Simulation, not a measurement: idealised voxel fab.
process module | voxel self aligned vias
cross-section cut | 145 nm wide | cells 5 nm
A cross-section is a grid of square cells, given in bands from the top down. A band is one or more rows of cells.
Each band's line starts with the height of the band's top and of its bottom, in nm. Then come its materials from left to right, each with its width in nm. One material with "throughout" fills the band from edge to edge. "air" is empty space.
Height 0 is the level under which the wafer as received is all one material. The lowest band goes on downwards, as in "0 down".
A width such as "30 to 40" changes by the same amount from each row of cells to the next, from the band's top row to its bottom row.
"no change" after a step means that no cell of the cross-section changed.
closed voids: empty space of 8 cells or more with no open way to the top, each as width x height at its distance from the left edge, in nm
after a step's settings: what the simulator itself notes on the step
overlay nm, on a step with a mask: how far to the right of its planned place the mask lay; to the left if negative
plan
1 op RECEIVE | material Si
2 op CONFORMAL_DEP | material SiO2 | thk nm 15
3 op CONFORMAL_DEP | material SiCN | thk nm 5
4 op DIRECTIONAL_DEP | material SiO2 | thk nm 20
5 op DIRECTIONAL_DEP | material aC | thk nm 15
6 op PATTERN | tone open | mask id LINES | material resist | width nm 25 | pitch nm 65 | thk nm 35 | overlay nm 0
7 op DIRECTIONAL_ETCH | etch materials aC | depth nm 15
8 op STRIP | etch materials resist
9 op DIRECTIONAL_ETCH | etch materials SiO2 | depth nm 20
10 op STRIP | etch materials aC
11 op CONFORMAL_DEP | material TiN | thk nm 5
12 op FILL_DEP | material Ru | thk nm 5
13 op CMP | height nm 40
14 op SELECTIVE_ETCH | etch materials W Ru TiN | depth nm 5
15 op FILL_DEP | material SiN | thk nm 5
16 op CMP | height nm 40
17 op DIRECTIONAL_DEP | material SiO2 | thk nm 20
18 op DIRECTIONAL_DEP | material aC | thk nm 10
19 op PATTERN | tone open | mask id VIAS | material resist | width nm 45 | thk nm 25 | overlay nm 0
20 op DIRECTIONAL_ETCH | etch materials aC | depth nm 10
21 op STRIP | etch materials resist
22 op DIRECTIONAL_ETCH | etch materials SiO2 | depth nm 20
23 op DIRECTIONAL_ETCH | etch materials SiN | depth nm 5
24 op STRIP | etch materials aC
25 op CONFORMAL_DEP | material TiN | thk nm 5
26 op FILL_DEP | material W | thk nm 10
27 op CMP | height nm 60
28 op CONFORMAL_DEP | material SiN | thk nm 5
as received, after step 1
  0 down: Si throughout
  closed voids: none
first wafer at the end, as planned
  65 to 60: SiN throughout
  60 to 45: SiO2 15 | TiN 5 | W 35 | TiN 5 | SiO2 85
  45 to 40: SiO2 15 | TiN 15 | W 15 | TiN 15 | SiO2 85
  40 to 35: SiO2 25 | TiN 25 | SiO2 40 | SiN 25 | SiO2 30
  35 to 25: SiO2 25 | TiN 5 | Ru 15 | TiN 5 | SiO2 40 | TiN 5 | Ru 15 | TiN 5 | SiO2 30
  25 to 20: SiO2 25 | TiN 25 | SiO2 40 | TiN 25 | SiO2 30
  20 to 15: SiCN throughout
  15 to 0: SiO2 throughout
  0 down: Si throughout
  closed voids: none
second wafer at the end: like start, like plan, one mistake
  65 to 60: SiN throughout
  60 to 40: SiO2 15 | TiN 5 | W 35 | TiN 5 | SiO2 85
  40 to 35: SiN 15 | TiN 45 | SiN 85
  35 to 25: SiO2 25 | TiN 5 | Ru 15 | TiN 5 | SiO2 40 | TiN 5 | Ru 15 | TiN 5 | SiO2 30
  25 to 20: SiO2 25 | TiN 25 | SiO2 40 | TiN 25 | SiO2 30
  20 to 15: SiCN throughout
  15 to 0: SiO2 throughout
  0 down: Si throughout
  closed voids: none
what went wrong: step 4 ran as: op DIRECTIONAL_DEP | material SiO2 | thk nm 15
at the end the second wafer has, in cells: 15 more of SiN | 19 fewer of SiO2 | 4 more of W
